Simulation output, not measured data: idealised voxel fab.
process module | voxel trench capacitor
cross-section cut | 220 nm wide | cells 5 nm
A cross-section is a grid of square cells, given in bands from the top down. A band is one or more rows of cells.
Each band's line starts with the height of the band's top and of its bottom, in nm. Then come its materials from left to right, each with its width in nm. One material with "throughout" fills the band from edge to edge. "air" is empty space.
Height 0 is the level under which the wafer as received is all one material. The lowest band goes on downwards, as in "0 down".
A width such as "30 to 40" changes by the same amount from each row of cells to the next, from the band's top row to its bottom row.
"no change" after a step means that no cell of the cross-section changed.
closed voids: empty space of 8 cells or more with no open way to the top, each as width x height at its distance from the left edge, in nm
after a step's settings: what the simulator itself notes on the step
overlay nm, on a step with a mask: how far to the right of its planned place the mask lay; to the left if negative
plan
1 op RECEIVE | material Si
2 op CONFORMAL_DEP | material SiN | thk nm 5
3 op DIRECTIONAL_DEP | material aC | thk nm 10
4 op PATTERN | tone open | mask id TRENCH | material resist | width nm 25 | pitch nm 40 | thk nm 25 | overlay nm 0
5 op DIRECTIONAL_ETCH | etch materials aC | depth nm 10
6 op STRIP | etch materials resist
7 op DIRECTIONAL_ETCH | etch materials SiN | depth nm 5
8 op DIRECTIONAL_ETCH | etch materials Si | depth nm 25
9 op STRIP | etch materials aC
10 op CONFORMAL_DEP | material SiO2 | thk nm 5
11 op FILL_DEP | material polySi | thk nm 5
12 op CMP | height nm 5
as received, after step 1
  0 down: Si throughout
  closed voids: none
first wafer at the end, as planned
  5 to 0: SiN 35 | SiO2 5 | polySi 15 | SiO2 5 | SiN 15 | SiO2 5 | polySi 15 | SiO2 5 | SiN 15 | SiO2 5 | polySi 15 | SiO2 5 | SiN 15 | SiO2 5 | polySi 15 | SiO2 5 | SiN 40
  0 to -20: Si 35 | SiO2 5 | polySi 15 | SiO2 5 | Si 15 | SiO2 5 | polySi 15 | SiO2 5 | Si 15 | SiO2 5 | polySi 15 | SiO2 5 | Si 15 | SiO2 5 | polySi 15 | SiO2 5 | Si 40
  -20 to -25: Si 35 | SiO2 25 | Si 15 | SiO2 25 | Si 15 | SiO2 25 | Si 15 | SiO2 25 | Si 40
  -25 down: Si throughout
  closed voids: none
second wafer at the end: like start, like plan, one mistake
  5 to 0: polySi 30 | SiO2 5 | SiN 25 | SiO2 5 | polySi 5 | SiO2 5 | SiN 25 | SiO2 5 | polySi 5 | SiO2 5 | SiN 25 | SiO2 5 | polySi 5 | SiO2 5 | SiN 25 | SiO2 5 | polySi 35
  0 to -20: polySi 30 | SiO2 5 | Si 25 | SiO2 5 | polySi 5 | SiO2 5 | Si 25 | SiO2 5 | polySi 5 | SiO2 5 | Si 25 | SiO2 5 | polySi 5 | SiO2 5 | Si 25 | SiO2 5 | polySi 35
  -20 to -25: SiO2 35 | Si 25 | SiO2 15 | Si 25 | SiO2 15 | Si 25 | SiO2 15 | Si 25 | SiO2 40
  -25 down: Si throughout
  closed voids: none
what went wrong: step 4 ran as: op PATTERN | tone cover | mask id TRENCH | material resist | width nm 25 | pitch nm 40 | thk nm 25 | overlay nm 0
at the end the second wafer has, in cells: 20 fewer of Si | 4 fewer of SiN | 4 more of SiO2 | 20 more of polySi
